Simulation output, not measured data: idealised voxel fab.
process module | voxel fin reveal
cross-section cut | 270 nm wide | cells 5 nm
A cross-section is a grid of square cells, given in bands from the top down. A band is one or more rows of cells.
Each band's line starts with the height of the band's top and of its bottom, in nm. Then come its materials from left to right, each with its width in nm. One material with "throughout" fills the band from edge to edge. "air" is empty space.
Height 0 is the level under which the wafer as received is all one material. The lowest band goes on downwards, as in "0 down".
A width such as "30 to 40" changes by the same amount from each row of cells to the next, from the band's top row to its bottom row.
"no change" after a step means that no cell of the cross-section changed.
closed voids: empty space of 8 cells or more with no open way to the top, each as width x height at its distance from the left edge, in nm
after a step's settings: what the simulator itself notes on the step
overlay nm, on a step with a mask: how far to the right of its planned place the mask lay; to the left if negative
plan
1 op RECEIVE | material Si
2 op CONFORMAL_DEP | material SiN | thk nm 10
3 op DIRECTIONAL_DEP | material aC | thk nm 15
4 op PATTERN | tone cover | mask id FINS | material resist | width nm 15 | pitch nm 35 | thk nm 35 | overlay nm 0
5 op DIRECTIONAL_ETCH | etch materials aC | depth nm 15
6 op STRIP | etch materials resist
7 op DIRECTIONAL_ETCH | etch materials SiN | depth nm 10
8 op DIRECTIONAL_ETCH | etch materials Si | depth nm 40
9 op STRIP | etch materials aC
10 op FILL_DEP | material SiO2 | thk nm 10
11 op CMP | height nm 10
12 op SELECTIVE_ETCH | etch materials SiO2 | depth nm 20
13 op STRIP | etch materials SiN
as received, after step 1
  0 down: Si throughout
  closed voids: none
a wafer at the end: this start, this plan, one mistake
  0 to -10: air 110 | Si 15 | air 20 | Si 15 | air 110
  -10 to -20: SiO2 90 | air 20 | Si 15 | air 20 | Si 15 | air 20 | SiO2 90
  -20 to -40: SiO2 110 | Si 15 | SiO2 20 | Si 15 | SiO2 110
  -40 down: Si throughout
  closed voids: none
what went wrong: steps 12 and 13 were swapped
